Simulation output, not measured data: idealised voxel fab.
Proc. module: voxel self aligned vias
It is cross-section cut that appears here, measuring 270 nm in width, its square cells being 5 nm in size.
Cross-section spec: square-cell grid; bands listed top down; each band is one or more rows. Top, bottom (nm), then materials left to right with widths (nm); lone material tagged "throughout" fills the whole band edge to edge; "air" = empty space. All heights in this document are referenced to 0, defined as the level beneath which the wafer, as received, consists entirely of one material. The lowest band is not bounded below; it extends indefinitely downward and is written in the form "0 -> down". A two-number width, for instance "30 to 40", indicates that the width is equal to the first number in the top row of the band and to the second number in the bottom row, and that it changes by a constant amount per row of cells. "left unchanged" means the step left every cell of the cross-section as it was. Entrapped void list: empty space of 8 cells or more with no open way to the top, each as width x height at its distance from the left edge, in nm. after a step's settings: what the simulator itself notes on the step. Regarding "overlay nm": on a step with a mask, it is the distance the mask lay to the right of its planned place; a negative value places it to the left.
## Set out below are the planned steps of the process
1: RECEIVE | material Si
2: CONFORMAL_DEP | material SiO2 | thk nm 10
3: CONFORMAL_DEP | material SiCN | thk nm 5
4: DIRECTIONAL_DEP | material SiO2 | thk nm 30
5: PATTERN | tone open | mask id LINES | material resist | width nm 20 | pitch nm 55 | thk nm 15 | overlay nm 0
6: DIRECTIONAL_ETCH | etch materials SiO2 | depth nm 30
7: STRIP | etch materials resist
8: CONFORMAL_DEP | material TiN | thk nm 5
9: FILL_DEP | material W | thk nm 10
10: CMP | height nm 45
11: SELECTIVE_ETCH | etch materials W Ru TiN | depth nm 5
12: FILL_DEP | material SiN | thk nm 5
13: CMP | height nm 45
14: DIRECTIONAL_DEP | material SiO2 | thk nm 15
15: DIRECTIONAL_DEP | material aC | thk nm 10
16: PATTERN | tone open | mask id VIAS | material resist | width nm 40 | pitch nm 110 | thk nm 25 | overlay nm 0
17: DIRECTIONAL_ETCH | etch materials aC | depth nm 10
18: STRIP | etch materials resist
19: DIRECTIONAL_ETCH | etch materials SiO2 | depth nm 15
20: DIRECTIONAL_ETCH | etch materials SiN | depth nm 5
21: STRIP | etch materials aC
22: CONFORMAL_DEP | material TiN | thk nm 5
23: FILL_DEP | material Cu | thk nm 5
24: CMP | height nm 60
25: CONFORMAL_DEP | material SiN | thk nm 5
## As received (post step 1): cross-section
> 0 -> down: Si throughout
> Entrapped void list: none
## Looking at the first of two wafers in cross-section at end of module - ran to plan
> 65 -> 60: SiN throughout
> 60 -> 50: 60 nm SiO2 / 5 nm TiN / 30 nm Cu / 5 nm TiN / 70 nm SiO2 / 5 nm TiN / 30 nm Cu / 5 nm TiN / 60 nm SiO2
> 50 -> 45: 60 nm SiO2 / 15 nm TiN / 10 nm Cu / 15 nm TiN / 70 nm SiO2 / 15 nm TiN / 10 nm Cu / 15 nm TiN / 60 nm SiO2
> 45 -> 40: 70 nm SiO2 / 20 nm TiN / 35 nm SiO2 / 20 nm SiN / 35 nm SiO2 / 20 nm TiN / 70 nm SiO2
> 40 -> 20: 70 nm SiO2 / 5 nm TiN / 10 nm W / 5 nm TiN / 35 nm SiO2 / 5 nm TiN / 10 nm W / 5 nm TiN / 35 nm SiO2 / 5 nm TiN / 10 nm W / 5 nm TiN / 70 nm SiO2
> 20 -> 15: 70 nm SiO2 / 20 nm TiN / 35 nm SiO2 / 20 nm TiN / 35 nm SiO2 / 20 nm TiN / 70 nm SiO2
> 15 -> 10: SiCN throughout
> 10 -> 0: SiO2 throughout
> 0 -> down: Si throughout
> Entrapped void list: none
## Presented here is a cross-section of the second of the two wafers as it stood at the end of the module. It was started in the same manner and assigned the same plan as the first wafer; however, one mistake was made in its execution
> 65 -> 60: SiN throughout
> 60 -> 50: 60 nm SiO2 / 5 nm TiN / 30 nm Cu / 5 nm TiN / 70 nm SiO2 / 5 nm TiN / 30 nm Cu / 5 nm TiN / 60 nm SiO2
> 50 -> 45: 60 nm SiO2 / 40 nm TiN / 70 nm SiO2 / 40 nm TiN / 60 nm SiO2
> 45 -> 40: 60 nm SiN / 10 nm TiN / 20 nm SiO2 / 10 nm TiN / 25 nm SiN / 20 nm SiO2 / 25 nm SiN / 10 nm TiN / 20 nm SiO2 / 10 nm TiN / 60 nm SiN
> 40 -> 20: 65 nm W / 5 nm TiN / 20 nm SiO2 / 5 nm TiN / 25 nm W / 5 nm TiN / 20 nm SiO2 / 5 nm TiN / 25 nm W / 5 nm TiN / 20 nm SiO2 / 5 nm TiN / 65 nm W
> 20 -> 15: 70 nm TiN / 20 nm SiO2 / 35 nm TiN / 20 nm SiO2 / 35 nm TiN / 20 nm SiO2 / 70 nm TiN
> 15 -> 10: SiCN throughout
> 10 -> 0: SiO2 throughout
> 0 -> down: Si throughout
> Entrapped void list: none
Want to know what went wrong? step 5 was not run as planned; what actually ran was PATTERN | tone cover | mask id LINES | material resist | width nm 20 | pitch nm 55 | thk nm 15 | overlay nm 0
At the finish, the second wafer shows more or fewer cells for some materials than the first does: 4 fewer of Cu; 30 more of SiN; 180 fewer of SiO2; 34 more of TiN; 120 more of W
